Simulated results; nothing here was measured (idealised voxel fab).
This section sets out a process module, namely voxel gate over fins.
Displayed cross-section: cut, width of 150 nm, square cells sized 5 nm.
Cross-section spec: square-cell grid; bands listed top down; each band is one or more rows. This entry defines a band. It first specifies the height of the band's top and the height of its bottom in nm, and then specifies the band's materials from left to right, stating each material with its width in nm. The word "everywhere" identifies a single material that fills the band from edge to edge, while the word "empty" identifies empty space. Height 0 is the level under which the wafer as received is all one material. The lowest band goes on downwards, as in "0 nm and below". The notation "30->40" denotes a width that varies across the rows of cells in the band, beginning at the first number in the top row, finishing at the second number in the bottom row, and changing by an identical amount from each row to the next. A step reported as "stayed the same" is a step in which no cell of the cross-section changed. Enclosed voids (no open way to top), threshold 8 cells or more, entry "Non-vented voids", notation width x height at distance, distance from left edge, nm. Heads up: the bit after the settings on a step's line is the simulator's remark on that step. overlay nm: right-of-plan distance of the mask on a masked step; negative values mean left-of-plan.
Planned step list for the process:
1. RECEIVE | material Si
2. CONFORMAL_DEP | material SiN | thk nm 5
3. MASKED_ETCH | tone cover | mask id FINS | width nm 15 | pitch nm 60 | etch materials SiN | depth nm 5 | overlay nm 0
4. MASKED_ETCH | tone cover | mask id FINS | width nm 15 | pitch nm 60 | etch materials Si | depth nm 40 | overlay nm 0
5. OXIDIZE | depth nm 5
6. FILL_DEP | material SiO2 | thk nm 5
7. CMP | height nm 5
8. DIRECTIONAL_DEP | material aC | thk nm 15
9. PATTERN | tone open | mask id RAIL | material resist | width nm 15 | thk nm 35 | overlay nm 0
10. DIRECTIONAL_ETCH | etch materials aC | depth nm 15
11. STRIP | etch materials resist
12. DIRECTIONAL_ETCH | etch materials SiO2 | depth nm 40
13. STRIP | etch materials aC
14. CONFORMAL_DEP | material TiN | thk nm 5
15. FILL_DEP | material W | thk nm 10
16. CMP | height nm 5
17. SELECTIVE_ETCH | etch materials W Ru TiN | depth nm 25
18. FILL_DEP | material SiO2 | thk nm 5
19. CMP | height nm 5
20. SELECTIVE_ETCH | etch materials SiO2 | depth nm 20
21. STRIP | etch materials SiN
22. CONFORMAL_DEP | material HfO2 | thk nm 5
23. CONFORMAL_DEP | material TiN | thk nm 5
24. FILL_DEP | material W | thk nm 10
25. CMP | height nm 15
26. CONFORMAL_DEP | material SiCN | thk nm 5
Variable across wafers: step 2 thk nm (plan value is that of the first wafer; starting state common to all).
Cross-section of the first of several wafers on receipt, reflecting completion of step 1:
0 nm and below  Si everywhere
Non-vented voids: none
Cross-sectional representation of the first of several wafers at the end of the module, i.e. after its terminal step, step 26:
20 nm to 15 nm  SiCN everywhere
15 nm to 10 nm  W everywhere
10 nm to 5 nm  W (30), then TiN (25), then W (35), then TiN (25), then W (35)
5 nm to 0 nm  W (30), then TiN (5), then HfO2 (15), then TiN (5), then W (35), then TiN (5), then HfO2 (15), then TiN (5), then W (35)
0 nm to -5 nm  W (30), then TiN (5), then HfO2 (5), then Si (5), then HfO2 (5), then TiN (5), then W (35), then TiN (5), then HfO2 (5), then Si (5), then HfO2 (5), then TiN (5), then W (35)
-5 nm to -10 nm  TiN (35), then HfO2 (5), then Si (5), then HfO2 (5), then TiN (45), then HfO2 (5), then Si (5), then HfO2 (5), then TiN (40)
-10 nm to -15 nm  HfO2 (40), then Si (5), then HfO2 (55), then Si (5), then HfO2 (45)
-15 nm to -20 nm  SiO2 (40), then Si (5), then SiO2 (55), then Si (5), then SiO2 (45)
-20 nm to -30 nm  SiO2 (40), then Si (5), then SiO2 (20), then TiN (5), then W (5), then TiN (5), then SiO2 (20), then Si (5), then SiO2 (45)
-30 nm to -35 nm  SiO2 (40), then Si (5), then SiO2 (20), then TiN (15), then SiO2 (20), then Si (5), then SiO2 (45)
-35 nm to -45 nm  SiO2 (40), then Si (5), then SiO2 (55), then Si (5), then SiO2 (45)
-45 nm and below  Si everywhere
Non-vented voids: none
The last wafer as seen in cross-section at the end of the module:
20 nm to 15 nm  SiCN everywhere
15 nm to 10 nm  W everywhere
10 nm to 5 nm  TiN everywhere
5 nm to 0 nm  HfO2 everywhere
0 nm and below  Si everywhere
Non-vented voids: none
The rows of the table below are wafers. Looking at the end of the module, a row counts, for every material, the cells the wafer has gained, shown as (+), or lost, shown as (-), since it was received; its closed voids come next:
thk nm 5; +42 HfO2; -252 Si; +30 SiCN; +159 SiO2; +49 TiN; +92 W; Non-vented voids: none
thk nm 10; +30 HfO2; +30 SiCN; +30 TiN; +30 W; Non-vented voids: none
thk nm 15; +30 HfO2; +30 SiCN; +30 TiN; +30 W; Non-vented voids: none
thk nm 20; +30 HfO2; +30 SiCN; +30 TiN; +30 W; Non-vented voids: none
